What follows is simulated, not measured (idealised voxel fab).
The following process module bears the name voxel transistor to metal.
The cross-section shown here is cut; it is 300 nm wide and divided into square cells measuring 5 nm on a side.
A cross-section in this document is a grid of square cells, and it is written down as bands, the top band listed before the ones below it; a band is made up of one or more rows of cells. Quick guide to a band line: top height, bottom height (nm) up front; then every material left to right with its width in nm. Only one material and it's marked "full width"? Then it fills the band edge to edge. And "blank" just means empty space. Where do heights start? At 0: under that level the wafer as delivered is made of one material only. And the lowest band has no floor; it just carries on downward, as in "0 and below". With a width like "30->40", each row of cells in the band differs from the next by the same amount, the top row carrying the first number and the bottom row the second. "no modifications" means the step left every cell of the cross-section as it was. The list in "Closed void listing" covers empty spaces of 8 cells or more that cannot reach the top through any open way, and it gives each as width x height at distance; the distance is from the left edge, and width, height and distance are in nm. Step line, after settings: the simulator's comment on this step. "overlay nm" answers the question of how far to the right of plan the mask lay on a step that has a mask, and when it is negative the answer is to the left. Each pair of cross-sections that follows straddles one process step: the one shows the state before the step, the other the state after it, down to the lowest band that changed and no further. The step in question, and its settings, are given under the pair. Note that a pair is not necessarily a continuation of the pair above it, since pairs can come from different runs of this module on the same starting wafer; it is a continuation only where its entry headed "State on entry" says so.

# State on entry
    120 down to 100 = SiO2 (30), blank (20), SiO2 (120), blank (20), SiO2 (110)
    100 down to 85 = SiO2 full width
    85 down to 80 = SiCN full width
    80 down to 75 = SiCN (25), Ru (30), SiCN (50), Ru (30), SiCN (30), Ru (30), SiCN (50), Ru (30), SiCN (25)
    75 down to 50 = lowk (30), TiN (5), Ru (10), TiN (5), lowk (60), TiN (5), Ru (10), TiN (5), lowk (40), TiN (5), Ru (10), TiN (5), lowk (60), TiN (5), Ru (10), TiN (5), lowk (30)
    50 down to 45 = SiN (30), TiN (20), SiN (60), TiN (20), SiN (40), TiN (20), SiN (60), TiN (20), SiN (30)
    45 down to 30 = SiO2 (30), TiN (5), W (25), TiN (5), SiO2 (30), TiN (5), W (25), TiN (5), SiO2 (40), TiN (5), W (25), TiN (5), SiO2 (30), TiN (5), W (25), TiN (5), SiO2 (30)
    30 down to 20 = SiO2 (30), TiN (5), W (25), TiN (5), SiN (5), SiCN (20), SiN (5), TiN (5), W (25), TiN (5), SiO2 (40), TiN (5), W (25), TiN (5), SiN (5), SiCN (20), SiN (5), TiN (5), W (25), TiN (5), SiO2 (30)
    20 down to 10 = SiO2 (30), TiN (5), W (25), TiN (5), SiN (5), polySi (20), SiN (5), TiN (5), W (25), TiN (5), SiO2 (40), TiN (5), W (25), TiN (5), SiN (5), polySi (20), SiN (5), TiN (5), W (25), TiN (5), SiO2 (30)
    10 down to 5 = SiO2 (30), TiN (5), W (10), TiN (20), SiN (5), polySi (20), SiN (5), TiN (20), W (10), TiN (5), SiO2 (40), TiN (5), W (10), TiN (20), SiN (5), polySi (20), SiN (5), TiN (20), W (10), TiN (5), SiO2 (30)
    5 down to 0 = SiO2 (30), TiN (20), SiGe (15), SiN (5), polySi (20), SiN (5), SiGe (15), TiN (20), SiO2 (40), TiN (20), SiGe (15), SiN (5), polySi (20), SiN (5), SiGe (15), TiN (20), SiO2 (30)
    0 down to -5 = SiO2 (15), SiN (5), SiGe (25), TiN (5), SiGe (15), SiN (5), polySi (20), SiN (5), SiGe (15), TiN (5), SiGe (25), SiN (5), SiO2 (10), SiN (5), SiGe (25), TiN (5), SiGe (15), SiN (5), polySi (20), SiN (5), SiGe (15), TiN (5), SiGe (25), SiN (5), SiO2 (15)
    -5 down to -10 = SiO2 (15), SiN (10), SiGe (20), TiN (5), SiGe (15), SiO2 (30), SiGe (15), TiN (5), SiGe (20), SiN (10), SiO2 (10), SiN (10), SiGe (20), TiN (5), SiGe (15), SiO2 (30), SiGe (15), TiN (5), SiGe (20), SiN (10), SiO2 (15)
    -10 down to -15 = SiO2 (30), SiGe (35), Si (30), SiGe (35), SiO2 (40), SiGe (35), Si (30), SiGe (35), SiO2 (30)
    -15 down to -25 = SiO2 (25), Si (5), SiGe (35), Si (30), SiGe (35), Si (5), SiO2 (30), Si (5), SiGe (35), Si (30), SiGe (35), Si (5), SiO2 (25)
    -25 and below = Si full width
    Closed void listing: none

# Post-Process View
    140 down to 120 = resist (30), blank (15), resist (125), blank (15), resist (115)
    120 down to 100 = SiO2 (30), blank (15), resist (5), SiO2 (120), blank (15), resist (5), SiO2 (110)
    Heights below 100 show no change.
    Closed void listing: none
The step that takes the structure from the upper cross-section to the lower one is PATTERN, tone open, mask id METAL_2_HOLES, material resist, width nm 15, pitch nm 140, thk nm 20, overlay nm 0

State on entry: starting point is the after cross-section of the pair just above.

# Post-Process View
    140 down to 120 = resist (30), blank (15), resist (125), blank (15), resist (115)
    120 down to 100 = SiO2 (30), blank (15), resist (5), SiO2 (120), blank (15), resist (5), SiO2 (110)
    100 down to 85 = SiO2 (30), blank (15), SiO2 (125), blank (15), SiO2 (115)
    Heights below 85 show no change.
    Closed void listing: none
The step that takes the structure from the upper cross-section to the lower one is DIRECTIONAL_ETCH, etch materials SiO2, depth nm 15

State on entry: starting point is the after cross-section of the pair just above.

# Post-Process View
    140 down to 120 = resist (30), blank (15), resist (125), blank (15), resist (115)
    120 down to 100 = SiO2 (30), blank (15), resist (5), SiO2 (120), blank (15), resist (5), SiO2 (110)
    100 down to 85 = SiO2 (30), blank (15), SiO2 (125), blank (15), SiO2 (115)
    85 down to 80 = SiCN (30), blank (15), SiCN (125), blank (15), SiCN (115)
    Heights below 80 show no change.
    Closed void listing: none
The step that takes the structure from the upper cross-section to the lower one is DIRECTIONAL_ETCH, etch materials SiCN, depth nm 5

State on entry: starting point is the after cross-section of the pair just above.

# Post-Process View
    120 down to 100 = SiO2 (30), blank (20), SiO2 (120), blank (20), SiO2 (110)
    Heights below 100 show no change.
    Closed void listing: none
The step that takes the structure from the upper cross-section to the lower one is STRIP, etch materials resist

State on entry: starting point is the after cross-section of the pair just above.

# Post-Process View
    125 down to 120 = TiN (35), blank (10), TiN (130), blank (10), TiN (115)
    120 down to 105 = SiO2 (30), TiN (5), blank (10), TiN (5), SiO2 (120), TiN (5), blank (10), TiN (5), SiO2 (110)
    105 down to 100 = SiO2 (30), TiN (5), blank (5), TiN (10), SiO2 (120), TiN (5), blank (5), TiN (10), SiO2 (110)
    100 down to 85 = SiO2 (30), TiN (5), blank (5), TiN (5), SiO2 (125), TiN (5), blank (5), TiN (5), SiO2 (115)
    85 down to 80 = SiCN (30), TiN (15), SiCN (125), TiN (15), SiCN (115)
    Heights below 80 show no change.
    Closed void listing: none
The step that takes the structure from the upper cross-section to the lower one is CONFORMAL_DEP, material TiN, thk nm 5

State on entry: starting point is the after cross-section of the pair just above.

# Post-Process View
    130 down to 125 = Ru full width
    125 down to 120 = TiN (35), Ru (10), TiN (130), Ru (10), TiN (115)
    120 down to 105 = SiO2 (30), TiN (5), Ru (10), TiN (5), SiO2 (120), TiN (5), Ru (10), TiN (5), SiO2 (110)
    105 down to 100 = SiO2 (30), TiN (5), Ru (5), TiN (10), SiO2 (120), TiN (5), Ru (5), TiN (10), SiO2 (110)
    100 down to 85 = SiO2 (30), TiN (5), Ru (5), TiN (5), SiO2 (125), TiN (5), Ru (5), TiN (5), SiO2 (115)
    Heights below 85 show no change.
    Closed void listing: none
The step that takes the structure from the upper cross-section to the lower one is FILL_DEP, material Ru, thk nm 5

State on entry: starting point is the after cross-section of the pair just above.

# Post-Process View
    120 down to 105 = SiO2 (30), TiN (5), Ru (10), TiN (5), SiO2 (120), TiN (5), Ru (10), TiN (5), SiO2 (110)
    Heights below 105 show no change.
    Closed void listing: none
The step that takes the structure from the upper cross-section to the lower one is CMP, height nm 120

State on entry: starting point is the after cross-section of the pair just above.

# Post-Process View
    125 down to 120 = SiCN full width
    Heights below 120 show no change.
    Closed void listing: none
The step that takes the structure from the upper cross-section to the lower one is CONFORMAL_DEP, material SiCN, thk nm 5

# State on entry
    5 down to 0 = SiO2 (25), blank (110), SiO2 (30), blank (110), SiO2 (25)
    0 down to -5 = SiO2 full width
    -5 down to -25 = SiO2 (25), Si (110), SiO2 (30), Si (110), SiO2 (25)
    -25 and below = Si full width
    Closed void listing: none

# Post-Process View
    -5 down to -10 = blank (25), Si (110), blank (30), Si (110), blank (25)
    -10 down to -15 = SiO2 (10), blank (15), Si (110), blank (30), Si (110), blank (15), SiO2 (10)
    Heights below -15 show no change.
    Closed void listing: none
The step that takes the structure from the upper cross-section to the lower one is SELECTIVE_ETCH, etch materials SiO2, depth nm 15

State on entry: starting point is the after cross-section of the pair just above.

# Post-Process View
    -5 down to -10 = blank (25), SiO2 (110), blank (30), SiO2 (110), blank (25)
    -10 down to -15 = SiO2 (10), blank (15), SiO2 (5), Si (100), SiO2 (5), blank (30), SiO2 (5), Si (100), SiO2 (5), blank (15), SiO2 (10)
    -15 down to -25 = SiO2 (30->25), Si (100->110), SiO2 (40->30), Si (100->110), SiO2 (30->25)
    Heights below -25 show no change.
    Closed void listing: none
The step that takes the structure from the upper cross-section to the lower one is OXIDIZE, depth nm 5

State on entry: starting point is the after cross-section of the pair just above.

# Post-Process View
    20 down to 15 = blank (25), polySi (110), blank (30), polySi (110), blank (25)
    15 down to 10 = polySi (10), blank (15), polySi (110), blank (30), polySi (110), blank (15), polySi (10)
    10 down to -5 = polySi full width
    -5 down to -10 = polySi (25), SiO2 (110), polySi (30), SiO2 (110), polySi (25)
    -10 down to -15 = SiO2 (10), polySi (15), SiO2 (5), Si (100), SiO2 (5), polySi (30), SiO2 (5), Si (100), SiO2 (5), polySi (15), SiO2 (10)
    Heights below -15 show no change.
    Closed void listing: none
The step that takes the structure from the upper cross-section to the lower one is DIRECTIONAL_DEP, material polySi, thk nm 25

State on entry: starting point is the after cross-section of the pair just above.

# Post-Process View
    30 down to 25 = blank (25), SiCN (110), blank (30), SiCN (110), blank (25)
    25 down to 20 = SiCN (10), blank (15), SiCN (110), blank (30), SiCN (110), blank (15), SiCN (10)
    20 down to 15 = SiCN (25), polySi (110), SiCN (30), polySi (110), SiCN (25)
    15 down to 10 = polySi (10), SiCN (15), polySi (110), SiCN (30), polySi (110), SiCN (15), polySi (10)
    Heights below 10 show no change.
    Closed void listing: none
The step that takes the structure from the upper cross-section to the lower one is DIRECTIONAL_DEP, material SiCN, thk nm 10

State on entry: starting point is the after cross-section of the pair just above.

# Post-Process View
    30 down to 20 = blank (70), SiCN (20), blank (120), SiCN (20), blank (70)
    20 down to 15 = blank (25), polySi (110), blank (30), polySi (110), blank (25)
    15 down to 10 = polySi (10), blank (15), polySi (110), blank (30), polySi (110), blank (15), polySi (10)
    Heights below 10 show no change.
    Closed void listing: none
The step that takes the structure from the upper cross-section to the lower one is MASKED_ETCH, tone cover, mask id GATE, width nm 20, pitch nm 140, etch materials SiCN, depth nm 20, overlay nm 0

State on entry: starting point is the after cross-section of the pair just above.

# Post-Process View
    30 down to 20 = blank (70), SiCN (20), blank (120), SiCN (20), blank (70)
    20 down to -5 = blank (70), polySi (20), blank (120), polySi (20), blank (70)
    -5 down to -10 = blank (25), SiO2 (110), blank (30), SiO2 (110), blank (25)
    -10 down to -15 = SiO2 (10), blank (15), SiO2 (5), Si (100), SiO2 (5), blank (30), SiO2 (5), Si (100), SiO2 (5), blank (15), SiO2 (10)
    Heights below -15 show no change.
    Closed void listing: none
The step that takes the structure from the upper cross-section to the lower one is MASKED_ETCH, tone cover, mask id GATE, width nm 20, pitch nm 140, etch materials polySi, depth nm 35, overlay nm 0

State on entry: starting point is the after cross-section of the pair just above.

# Post-Process View
    35 down to 30 = blank (65), SiN (30), blank (110), SiN (30), blank (65)
    30 down to 20 = blank (65), SiN (5), SiCN (20), SiN (5), blank (110), SiN (5), SiCN (20), SiN (5), blank (65)
    20 down to 0 = blank (65), SiN (5), polySi (20), SiN (5), blank (110), SiN (5), polySi (20), SiN (5), blank (65)
    0 down to -5 = blank (20), SiN (50), polySi (20), SiN (50), blank (20), SiN (50), polySi (20), SiN (50), blank (20)
    -5 down to -10 = SiN (15), blank (5), SiN (5), SiO2 (110), SiN (5), blank (20), SiN (5), SiO2 (110), SiN (5), blank (5), SiN (15)
    -10 down to -15 = SiO2 (10), SiN (15), SiO2 (5), Si (100), SiO2 (5), SiN (30), SiO2 (5), Si (100), SiO2 (5), SiN (15), SiO2 (10)
    Heights below -15 show no change.
    Closed void listing: none
The step that takes the structure from the upper cross-section to the lower one is CONFORMAL_DEP, material SiN, thk nm 5

State on entry: starting point is the after cross-section of the pair just above.

# Post-Process View
    30 down to 20 = blank (65), SiN (5), SiCN (20), SiN (5), blank (110), SiN (5), SiCN (20), SiN (5), blank (65)
    20 down to -5 = blank (65), SiN (5), polySi (20), SiN (5), blank (110), SiN (5), polySi (20), SiN (5), blank (65)
    -5 down to -10 = blank (20), SiN (5), SiO2 (110), SiN (5), blank (20), SiN (5), SiO2 (110), SiN (5), blank (20)
    -10 down to -15 = SiO2 (10), SiN (5), blank (5), SiN (5), SiO2 (5), Si (100), SiO2 (5), SiN (5), blank (20), SiN (5), SiO2 (5), Si (100), SiO2 (5), SiN (5), blank (5), SiN (5), SiO2 (10)
    Heights below -15 show no change.
    Closed void listing: none
The step that takes the structure from the upper cross-section to the lower one is DIRECTIONAL_ETCH, etch materials SiN, depth nm 5

State on entry: starting point is the after cross-section of the pair just above.

# Post-Process View
    30 down to 20 = blank (65), SiN (5), SiCN (20), SiN (5), blank (110), SiN (5), SiCN (20), SiN (5), blank (65)
    20 down to -5 = blank (65), SiN (5), polySi (20), SiN (5), blank (110), SiN (5), polySi (20), SiN (5), blank (65)
    -5 down to -10 = blank (20), SiN (5), blank (40), SiO2 (30), blank (40), SiN (5), blank (20), SiN (5), blank (40), SiO2 (30), blank (40), SiN (5), blank (20)
    -10 down to -15 = blank (10), SiN (5), blank (5), SiN (5), SiO2 (5), Si (100), SiO2 (5), SiN (5), blank (20), SiN (5), SiO2 (5), Si (100), SiO2 (5), SiN (5), blank (5), SiN (5), blank (10)
    -15 down to -20 = SiO2 (15), blank (5), SiO2 (10), Si (100), SiO2 (10), blank (20), SiO2 (10), Si (100), SiO2 (10), blank (5), SiO2 (15)
    Heights below -20 show no change.
    Closed void listing: none
The step that takes the structure from the upper cross-section to the lower one is DIRECTIONAL_ETCH, etch materials SiO2, depth nm 5

State on entry: starting point is the after cross-section of the pair just above.

# Post-Process View
    30 down to 20 = blank (65), SiN (5), SiCN (20), SiN (5), blank (110), SiN (5), SiCN (20), SiN (5), blank (65)
    20 down to -5 = blank (65), SiN (5), polySi (20), SiN (5), blank (110), SiN (5), polySi (20), SiN (5), blank (65)
    -5 down to -10 = blank (20), SiN (5), blank (40), SiO2 (30), blank (40), SiN (5), blank (20), SiN (5), blank (40), SiO2 (30), blank (40), SiN (5), blank (20)
    -10 down to -15 = blank (10), SiN (5), blank (5), SiN (5), SiO2 (5), blank (35), Si (30), blank (35), SiO2 (5), SiN (5), blank (20), SiN (5), SiO2 (5), blank (35), Si (30), blank (35), SiO2 (5), SiN (5), blank (5), SiN (5), blank (10)
    -15 down to -20 = SiO2 (15), blank (5), SiO2 (10), blank (35), Si (30), blank (35), SiO2 (10), blank (20), SiO2 (10), blank (35), Si (30), blank (35), SiO2 (10), blank (5), SiO2 (15)
    -20 down to -25 = SiO2 (25), Si (5), blank (35), Si (30), blank (35), Si (5), SiO2 (30), Si (5), blank (35), Si (30), blank (35), Si (5), SiO2 (25)
    Heights below -25 show no change.
    Closed void listing: none
The step that takes the structure from the upper cross-section to the lower one is DIRECTIONAL_ETCH, etch materials Si, depth nm 15

State on entry: starting point is the after cross-section of the pair just above.

# Post-Process View
    30 down to 20 = blank (65), SiN (5), SiCN (20), SiN (5), blank (110), SiN (5), SiCN (20), SiN (5), blank (65)
    20 down to 5 = blank (65), SiN (5), polySi (20), SiN (5), blank (110), SiN (5), polySi (20), SiN (5), blank (65)
    5 down to -5 = blank (50), SiGe (15), SiN (5), polySi (20), SiN (5), SiGe (15), blank (80), SiGe (15), SiN (5), polySi (20), SiN (5), SiGe (15), blank (50)
    -5 down to -10 = blank (20), SiN (5), SiGe (20), blank (5), SiGe (15), SiO2 (30), SiGe (15), blank (5), SiGe (20), SiN (5), blank (20), SiN (5), SiGe (20), blank (5), SiGe (15), SiO2 (30), SiGe (15), blank (5), SiGe (20), SiN (5), blank (20)
    -10 down to -15 = blank (10), SiN (5), blank (5), SiN (5), SiO2 (5), SiGe (35), Si (30), SiGe (35), SiO2 (5), SiN (5), blank (20), SiN (5), SiO2 (5), SiGe (35), Si (30), SiGe (35), SiO2 (5), SiN (5), blank (5), SiN (5), blank (10)
    -15 down to -20 = SiO2 (15), blank (5), SiO2 (10), SiGe (35), Si (30), SiGe (35), SiO2 (10), blank (20), SiO2 (10), SiGe (35), Si (30), SiGe (35), SiO2 (10), blank (5), SiO2 (15)
    -20 down to -25 = SiO2 (25), Si (5), SiGe (35), Si (30), SiGe (35), Si (5), SiO2 (30), Si (5), SiGe (35), Si (30), SiGe (35), Si (5), SiO2 (25)
    Heights below -25 show no change.
    Closed void listing: none
The step that takes the structure from the upper cross-section to the lower one is EPI, material SiGe, thk nm 15

State on entry: starting point is the after cross-section of the pair just above.

# Post-Process View
    35 down to 30 = SiO2 full width
    30 down to 20 = SiO2 (65), SiN (5), SiCN (20), SiN (5), SiO2 (110), SiN (5), SiCN (20), SiN (5), SiO2 (65)
    20 down to 5 = SiO2 (65), SiN (5), polySi (20), SiN (5), SiO2 (110), SiN (5), polySi (20), SiN (5), SiO2 (65)
    5 down to -5 = SiO2 (50), SiGe (15), SiN (5), polySi (20), SiN (5), SiGe (15), SiO2 (80), SiGe (15), SiN (5), polySi (20), SiN (5), SiGe (15), SiO2 (50)
    -5 down to -10 = SiO2 (20), SiN (5), SiGe (20), SiO2 (5), SiGe (15), SiO2 (30), SiGe (15), SiO2 (5), SiGe (20), SiN (5), SiO2 (20), SiN (5), SiGe (20), SiO2 (5), SiGe (15), SiO2 (30), SiGe (15), SiO2 (5), SiGe (20), SiN (5), SiO2 (20)
    -10 down to -15 = SiO2 (10), SiN (5), SiO2 (5), SiN (5), SiO2 (5), SiGe (35), Si (30), SiGe (35), SiO2 (5), SiN (5), SiO2 (20), SiN (5), SiO2 (5), SiGe (35), Si (30), SiGe (35), SiO2 (5), SiN (5), SiO2 (5), SiN (5), SiO2 (10)
    -15 down to -20 = SiO2 (30), SiGe (35), Si (30), SiGe (35), SiO2 (40), SiGe (35), Si (30), SiGe (35), SiO2 (30)
    Heights below -20 show no change.
    Closed void listing: none
The step that takes the structure from the upper cross-section to the lower one is FILL_DEP, material SiO2, thk nm 5

State on entry: starting point is the after cross-section of the pair just above.

# Post-Process View
    30 down to 20 = SiO2 (65), SiN (5), SiCN (20), SiN (5), SiO2 (110), SiN (5), SiCN (20), SiN (5), SiO2 (65)
    Heights below 20 show no change.
    Closed void listing: none
The step that takes the structure from the upper cross-section to the lower one is CMP, height nm 30

State on entry: starting point is the after cross-section of the pair just above.

# Post-Process View
    45 down to 30 = SiO2 full width
    Heights below 30 show no change.
    Closed void listing: none
The step that takes the structure from the upper cross-section to the lower one is DIRECTIONAL_DEP, material SiO2, thk nm 15

State on entry: starting point is the after cross-section of the pair just above.

# Post-Process View
    45 down to 30 = SiO2 (30), blank (35), SiO2 (30), blank (35), SiO2 (40), blank (35), SiO2 (30), blank (35), SiO2 (30)
    30 down to 20 = SiO2 (30), blank (35), SiN (5), SiCN (20), SiN (5), blank (35), SiO2 (40), blank (35), SiN (5), SiCN (20), SiN (5), blank (35), SiO2 (30)
    20 down to 5 = SiO2 (30), blank (35), SiN (5), polySi (20), SiN (5), blank (35), SiO2 (40), blank (35), SiN (5), polySi (20), SiN (5), blank (35), SiO2 (30)
    5 down to -5 = SiO2 (30), blank (20), SiGe (15), SiN (5), polySi (20), SiN (5), SiGe (15), blank (20), SiO2 (40), blank (20), SiGe (15), SiN (5), polySi (20), SiN (5), SiGe (15), blank (20), SiO2 (30)
    -5 down to -10 = SiO2 (20), SiN (5), SiGe (20), blank (5), SiGe (15), SiO2 (30), SiGe (15), blank (5), SiGe (20), SiN (5), SiO2 (20), SiN (5), SiGe (20), blank (5), SiGe (15), SiO2 (30), SiGe (15), blank (5), SiGe (20), SiN (5), SiO2 (20)
    Heights below -10 show no change.
    Closed void listing: none
The step that takes the structure from the upper cross-section to the lower one is MASKED_ETCH, tone open, mask id CONTACT, width nm 35, etch materials SiO2, depth nm 55, overlay nm 0

State on entry: starting point is the after cross-section of the pair just above.

# Post-Process View
    50 down to 45 = TiN (35), blank (25), TiN (40), blank (25), TiN (50), blank (25), TiN (40), blank (25), TiN (35)
    45 down to 30 = SiO2 (30), TiN (5), blank (25), TiN (5), SiO2 (30), TiN (5), blank (25), TiN (5), SiO2 (40), TiN (5), blank (25), TiN (5), SiO2 (30), TiN (5), blank (25), TiN (5), SiO2 (30)
    30 down to 20 = SiO2 (30), TiN (5), blank (25), TiN (5), SiN (5), SiCN (20), SiN (5), TiN (5), blank (25), TiN (5), SiO2 (40), TiN (5), blank (25), TiN (5), SiN (5), SiCN (20), SiN (5), TiN (5), blank (25), TiN (5), SiO2 (30)
    20 down to 10 = SiO2 (30), TiN (5), blank (25), TiN (5), SiN (5), polySi (20), SiN (5), TiN (5), blank (25), TiN (5), SiO2 (40), TiN (5), blank (25), TiN (5), SiN (5), polySi (20), SiN (5), TiN (5), blank (25), TiN (5), SiO2 (30)
    10 down to 5 = SiO2 (30), TiN (5), blank (10), TiN (20), SiN (5), polySi (20), SiN (5), TiN (20), blank (10), TiN (5), SiO2 (40), TiN (5), blank (10), TiN (20), SiN (5), polySi (20), SiN (5), TiN (20), blank (10), TiN (5), SiO2 (30)
    5 down to 0 = SiO2 (30), TiN (5), blank (10), TiN (5), SiGe (15), SiN (5), polySi (20), SiN (5), SiGe (15), TiN (5), blank (10), TiN (5), SiO2 (40), TiN (5), blank (10), TiN (5), SiGe (15), SiN (5), polySi (20), SiN (5), SiGe (15), TiN (5), blank (10), TiN (5), SiO2 (30)
    0 down to -5 = SiO2 (30), TiN (20), SiGe (15), SiN (5), polySi (20), SiN (5), SiGe (15), TiN (20), SiO2 (40), TiN (20), SiGe (15), SiN (5), polySi (20), SiN (5), SiGe (15), TiN (20), SiO2 (30)
    -5 down to -10 = SiO2 (20), SiN (5), SiGe (20), TiN (5), SiGe (15), SiO2 (30), SiGe (15), TiN (5), SiGe (20), SiN (5), SiO2 (20), SiN (5), SiGe (20), TiN (5), SiGe (15), SiO2 (30), SiGe (15), TiN (5), SiGe (20), SiN (5), SiO2 (20)
    Heights below -10 show no change.
    Closed void listing: none
The step that takes the structure from the upper cross-section to the lower one is CONFORMAL_DEP, material TiN, thk nm 5

State on entry: starting point is the after cross-section of the pair just above.

# Post-Process View
    55 down to 50 = W full width
    50 down to 45 = TiN (35), W (25), TiN (40), W (25), TiN (50), W (25), TiN (40), W (25), TiN (35)
    45 down to 30 = SiO2 (30), TiN (5), W (25), TiN (5), SiO2 (30), TiN (5), W (25), TiN (5), SiO2 (40), TiN (5), W (25), TiN (5), SiO2 (30), TiN (5), W (25), TiN (5), SiO2 (30)
    30 down to 20 = SiO2 (30), TiN (5), W (25), TiN (5), SiN (5), SiCN (20), SiN (5), TiN (5), W (25), TiN (5), SiO2 (40), TiN (5), W (25), TiN (5), SiN (5), SiCN (20), SiN (5), TiN (5), W (25), TiN (5), SiO2 (30)
    20 down to 10 = SiO2 (30), TiN (5), W (25), TiN (5), SiN (5), polySi (20), SiN (5), TiN (5), W (25), TiN (5), SiO2 (40), TiN (5), W (25), TiN (5), SiN (5), polySi (20), SiN (5), TiN (5), W (25), TiN (5), SiO2 (30)
    10 down to 5 = SiO2 (30), TiN (5), W (10), TiN (20), SiN (5), polySi (20), SiN (5), TiN (20), W (10), TiN (5), SiO2 (40), TiN (5), W (10), TiN (20), SiN (5), polySi (20), SiN (5), TiN (20), W (10), TiN (5), SiO2 (30)
    5 down to 0 = SiO2 (30), TiN (5), W (10), TiN (5), SiGe (15), SiN (5), polySi (20), SiN (5), SiGe (15), TiN (5), W (10), TiN (5), SiO2 (40), TiN (5), W (10), TiN (5), SiGe (15), SiN (5), polySi (20), SiN (5), SiGe (15), TiN (5), W (10), TiN (5), SiO2 (30)
    Heights below 0 show no change.
    Closed void listing: none
The step that takes the structure from the upper cross-section to the lower one is FILL_DEP, material W, thk nm 5

State on entry: starting point is the after cross-section of the pair just above.

# Post-Process View
    45 down to 30 = SiO2 (30), TiN (5), W (25), TiN (5), SiO2 (30), TiN (5), W (25), TiN (5), SiO2 (40), TiN (5), W (25), TiN (5), SiO2 (30), TiN (5), W (25), TiN (5), SiO2 (30)
    Heights below 30 show no change.
    Closed void listing: none
The step that takes the structure from the upper cross-section to the lower one is CMP, height nm 45

State on entry: starting point is the after cross-section of the pair just above.

# Post-Process View
    50 down to 45 = SiN full width
    Heights below 45 show no change.
    Closed void listing: none
The step that takes the structure from the upper cross-section to the lower one is CONFORMAL_DEP, material SiN, thk nm 5

State on entry: starting point is the after cross-section of the pair just above.

# Post-Process View
    75 down to 50 = lowk full width
    Heights below 50 show no change.
    Closed void listing: none
The step that takes the structure from the upper cross-section to the lower one is DIRECTIONAL_DEP, material lowk, thk nm 25

State on entry: starting point is the after cross-section of the pair just above.

# Post-Process View
    75 down to 50 = lowk (30), blank (20), lowk (60), blank (20), lowk (40), blank (20), lowk (60), blank (20), lowk (30)
    Heights below 50 show no change.
    Closed void listing: none
The step that takes the structure from the upper cross-section to the lower one is MASKED_ETCH, tone open, mask id METAL_1, width nm 20, etch materials lowk, depth nm 25, overlay nm 0

State on entry: starting point is the after cross-section of the pair just above.

# Post-Process View
    75 down to 50 = lowk (30), blank (20), lowk (60), blank (20), lowk (40), blank (20), lowk (60), blank (20), lowk (30)
    50 down to 45 = SiN (30), blank (20), SiN (60), blank (20), SiN (40), blank (20), SiN (60), blank (20), SiN (30)
    Heights below 45 show no change.
    Closed void listing: none
The step that takes the structure from the upper cross-section to the lower one is MASKED_ETCH, tone open, mask id METAL_1, width nm 20, etch materials SiN, depth nm 5, overlay nm 0

State on entry: starting point is the after cross-section of the pair just above.

# Post-Process View
    80 down to 75 = TiN (35), blank (10), TiN (70), blank (10), TiN (50), blank (10), TiN (70), blank (10), TiN (35)
    75 down to 50 = lowk (30), TiN (5), blank (10), TiN (5), lowk (60), TiN (5), blank (10), TiN (5), lowk (40), TiN (5), blank (10), TiN (5), lowk (60), TiN (5), blank (10), TiN (5), lowk (30)
    50 down to 45 = SiN (30), TiN (20), SiN (60), TiN (20), SiN (40), TiN (20), SiN (60), TiN (20), SiN (30)
    Heights below 45 show no change.
    Closed void listing: none
The step that takes the structure from the upper cross-section to the lower one is CONFORMAL_DEP, material TiN, thk nm 5

State on entry: starting point is the after cross-section of the pair just above.

# Post-Process View
    85 down to 80 = Ru full width
    80 down to 75 = TiN (35), Ru (10), TiN (70), Ru (10), TiN (50), Ru (10), TiN (70), Ru (10), TiN (35)
    75 down to 50 = lowk (30), TiN (5), Ru (10), TiN (5), lowk (60), TiN (5), Ru (10), TiN (5), lowk (40), TiN (5), Ru (10), TiN (5), lowk (60), TiN (5), Ru (10), TiN (5), lowk (30)
    Heights below 50 show no change.
    Closed void listing: none
The step that takes the structure from the upper cross-section to the lower one is FILL_DEP, material Ru, thk nm 5

State on entry: starting point is the after cross-section of the pair just above.

# Post-Process View
    75 down to 50 = lowk (30), TiN (5), Ru (10), TiN (5), lowk (60), TiN (5), Ru (10), TiN (5), lowk (40), TiN (5), Ru (10), TiN (5), lowk (60), TiN (5), Ru (10), TiN (5), lowk (30)
    Heights below 50 show no change.
    Closed void listing: none
The step that takes the structure from the upper cross-section to the lower one is CMP, height nm 75

State on entry: starting point is the after cross-section of the pair just above.

# Post-Process View
    80 down to 75 = blank (25), Ru (30), blank (50), Ru (30), blank (30), Ru (30), blank (50), Ru (30), blank (25)
    Heights below 75 show no change.
    Closed void listing: none
The step that takes the structure from the upper cross-section to the lower one is EPI, material Ru, thk nm 5

State on entry: starting point is the after cross-section of the pair just above.

# Post-Process View
    85 down to 80 = SiCN full width
    80 down to 75 = SiCN (25), Ru (30), SiCN (50), Ru (30), SiCN (30), Ru (30), SiCN (50), Ru (30), SiCN (25)
    Heights below 75 show no change.
    Closed void listing: none
The step that takes the structure from the upper cross-section to the lower one is FILL_DEP, material SiCN, thk nm 5

State on entry: starting point is the after cross-section of the pair just above.

# Post-Process View
    120 down to 85 = SiO2 full width
    Heights below 85 show no change.
    Closed void listing: none
The step that takes the structure from the upper cross-section to the lower one is DIRECTIONAL_DEP, material SiO2, thk nm 35

State on entry: starting point is the after cross-section of the pair just above.

# Post-Process View
    130 down to 120 = aC full width
    Heights below 120 show no change.
    Closed void listing: none
The step that takes the structure from the upper cross-section to the lower one is DIRECTIONAL_DEP, material aC, thk nm 10

State on entry: starting point is the after cross-section of the pair just above.

# Post-Process View
    160 down to 130 = resist (30), blank (20), resist (120), blank (20), resist (110)
    Heights below 130 show no change.
    Closed void listing: none
The step that takes the structure from the upper cross-section to the lower one is PATTERN, tone open, mask id METAL_2, material resist, width nm 20, pitch nm 140, thk nm 30, overlay nm 0

State on entry: starting point is the after cross-section of the pair just above.

# Post-Process View
    150 down to 130 = resist (30), blank (20), resist (120), blank (20), resist (110)
    130 down to 120 = aC (30), blank (20), aC (120), blank (20), aC (110)
    Heights below 120 show no change.
    Closed void listing: none
The step that takes the structure from the upper cross-section to the lower one is DIRECTIONAL_ETCH, etch materials aC, depth nm 10

State on entry: starting point is the after cross-section of the pair just above.

# Post-Process View
    130 down to 120 = aC (30), blank (20), aC (120), blank (20), aC (110)
    Heights below 120 show no change.
    Closed void listing: none
The step that takes the structure from the upper cross-section to the lower one is STRIP, etch materials resist
